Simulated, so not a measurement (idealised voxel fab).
The following process module bears the name voxel trench capacitor.
Cross-section cut: width 225 nm, square cells of 5 nm.
We lay out every cross-section as a grid of square cells and spell it out in bands from the top down, where one band means one or more rows of cells. Basically the band line says how high the top is and how high the bottom is, in nm, and then what's in it from left to right, every material with its width in nm. Empty space shows up as "blank", and if a single material carries "throughout" it runs the full band edge to edge. Ref level 0: as-received wafer is one material below here. Bottom band extends down with no lower bound ("0 down"). Width "30 to 40": first value at the band's top row of cells, second value at its bottom row, equal change from row to row. Any step labelled "changes: none" changed none of the cells in the cross-section. The list in "Fully sealed cavities" covers empty spaces of 8 cells or more that cannot reach the top through any open way, and it gives each as width x height at distance; the distance is from the left edge, and width, height and distance are in nm. after a step's settings: what the simulator itself notes on the step. When a step includes a mask, the "overlay nm" setting on its line states how far to the right of its planned place that mask lay, and negative values state how far to the left.

THIS SECTION LISTS THE PROCESS STEPS THAT WERE PLANNED
1 RECEIVE,material Si
2 CONFORMAL_DEP,material SiN,thk nm 10
3 MASKED_ETCH,tone open,mask id TRENCH,width nm 15,pitch nm 45,etch materials SiN,depth nm 10,overlay nm 0
4 MASKED_ETCH,tone open,mask id TRENCH,width nm 15,pitch nm 45,etch materials Si,depth nm 40,overlay nm 0
5 CONFORMAL_DEP,material SiO2,thk nm 5
6 FILL_DEP,material polySi,thk nm 5
7 CMP,height nm 10

HERE'S WHAT THE WAFER LOOKED LIKE IN CROSS-SECTION WHEN IT ARRIVED - THAT'S AFTER STEP 1
	0 down | Si throughout
	Fully sealed cavities: none

FIRST OF TWO WAFERS AT THE END OF THE MODULE, SHOWN IN CROSS-SECTION; RUN CARRIED OUT AS PLANNED
	10 to 0 | SiN 80; SiO2 5; polySi 5; SiO2 5; SiN 30; SiO2 5; polySi 5; SiO2 5; SiN 85
	0 to -35 | Si 80; SiO2 5; polySi 5; SiO2 5; Si 30; SiO2 5; polySi 5; SiO2 5; Si 85
	-35 to -40 | Si 80; SiO2 15; Si 30; SiO2 15; Si 85
	-40 down | Si throughout
	Fully sealed cavities: none

WHAT THE SECOND WAFER LOOKS LIKE IN CROSS-SECTION ONCE THE MODULE IS DONE. ITS START AND ITS PLAN MATCHED THE FIRST WAFER'S EXACTLY; WHAT DIFFERED WAS ONE MISTAKE IN HOW IT WAS RUN
	10 to 5 | polySi 75; SiO2 5; SiN 15; SiO2 5; polySi 20; SiO2 5; SiN 15; SiO2 5; polySi 80
	5 to 0 | SiO2 80; SiN 15; SiO2 30; SiN 15; SiO2 85
	0 down | Si throughout
	Fully sealed cavities: none
Which mistake was made when the wafer was run? step 3 changed vs plan, executed as MASKED_ETCH,tone cover,mask id TRENCH,width nm 15,pitch nm 45,etch materials SiN,depth nm 10,overlay nm 0
Heads up, by the end the second wafer has more or fewer cells of some materials compared to the first: Si +48 | SiN -66 | SiO2 +1 | polySi +17
